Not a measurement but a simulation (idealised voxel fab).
The following process module bears the name voxel self aligned vias.
We display cut, a cross-section 295 nm in width whose square cells are each 5 nm.
For the purposes of this document, a cross-section shall be understood as a grid of square cells, specified as bands listed in top-to-bottom order, each band consisting of one or more rows of cells. A band entry consists of two parts. The first gives the height of the band's top and the height of its bottom, in nm. The rest lists the band's materials from left to right, each with its width in nm. A single material labelled with the word "full width" fills the band from edge to edge, and the word "empty" marks empty space. Height 0 is the level under which the wafer as received is all one material. The lowest band goes on downwards, as in "top 0, no bottom". Think of "30..40" as a width that walks from the first number to the second as you go down the band, top row to bottom row, taking equal-sized steps from row to row. You'll sometimes find "remains unaltered" written for a step, and that's the way of saying that nowhere in the cross-section did a cell change during that step. Entry "Closed void listing" = empty spaces >= 8 cells with no open way to the top; each as width x height at distance, distance from left edge, all nm. after a step's settings: what the simulator itself notes on the step. When a step includes a mask, the "overlay nm" setting on its line states how far to the right of its planned place that mask lay, and negative values state how far to the left.
## plan
1,RECEIVE (material Si)
2,CONFORMAL_DEP (material SiO2; thk nm 15)
3,CONFORMAL_DEP (material SiCN; thk nm 5)
4,DIRECTIONAL_DEP (material lowk; thk nm 20)
5,PATTERN (tone open; mask id LINES; material resist; width nm 30; pitch nm 55; thk nm 15; overlay nm 0)
6,DIRECTIONAL_ETCH (etch materials lowk; depth nm 20)
7,STRIP (etch materials resist)
8,CONFORMAL_DEP (material TiN; thk nm 5)
9,FILL_DEP (material W; thk nm 10)
10,CMP (height nm 40)
11,SELECTIVE_ETCH (etch materials W Ru TiN; depth nm 5)
12,FILL_DEP (material SiN; thk nm 5)
13,CMP (height nm 40)
14,DIRECTIONAL_DEP (material lowk; thk nm 15)
15,MASKED_ETCH (tone open; mask id VIAS; width nm 40; pitch nm 110; etch materials lowk; depth nm 15; overlay nm 0)
16,MASKED_ETCH (tone open; mask id VIAS; width nm 40; pitch nm 110; etch materials SiN; depth nm 5; overlay nm 0)
17,CONFORMAL_DEP (material TiN; thk nm 5)
18,FILL_DEP (material W; thk nm 5)
19,CMP (height nm 55)
20,CONFORMAL_DEP (material SiCN; thk nm 5)
## Cross-section, incoming material, after step 1
  top 0, no bottom = Si full width
  Closed void listing: none
## Same starting wafer, same plan as above, one mistake in the execution; this is the cross-section at the end of the module
  top 60, bottom 55 = SiCN full width
  top 55, bottom 45 = lowk: 70, then TiN: 5, then SiCN: 30, then TiN: 5, then lowk: 70, then TiN: 5, then SiCN: 30, then TiN: 5, then lowk: 75
  top 45, bottom 40 = lowk: 70, then TiN: 10, then SiCN: 20, then TiN: 10, then lowk: 70, then TiN: 10, then SiCN: 20, then TiN: 10, then lowk: 75
  top 40, bottom 35 = lowk: 75, then TiN: 30, then lowk: 25, then SiN: 30, then lowk: 25, then TiN: 30, then lowk: 80
  top 35, bottom 25 = lowk: 75, then TiN: 5, then W: 20, then TiN: 5, then lowk: 25, then TiN: 5, then W: 20, then TiN: 5, then lowk: 25, then TiN: 5, then W: 20, then TiN: 5, then lowk: 80
  top 25, bottom 20 = lowk: 75, then TiN: 30, then lowk: 25, then TiN: 30, then lowk: 25, then TiN: 30, then lowk: 80
  top 20, bottom 15 = SiCN full width
  top 15, bottom 0 = SiO2 full width
  top 0, no bottom = Si full width
  Closed void listing: none
Deviation from plan: step 18 was processed under conditions differing from the plan, specifically as FILL_DEP (material SiCN; thk nm 5)
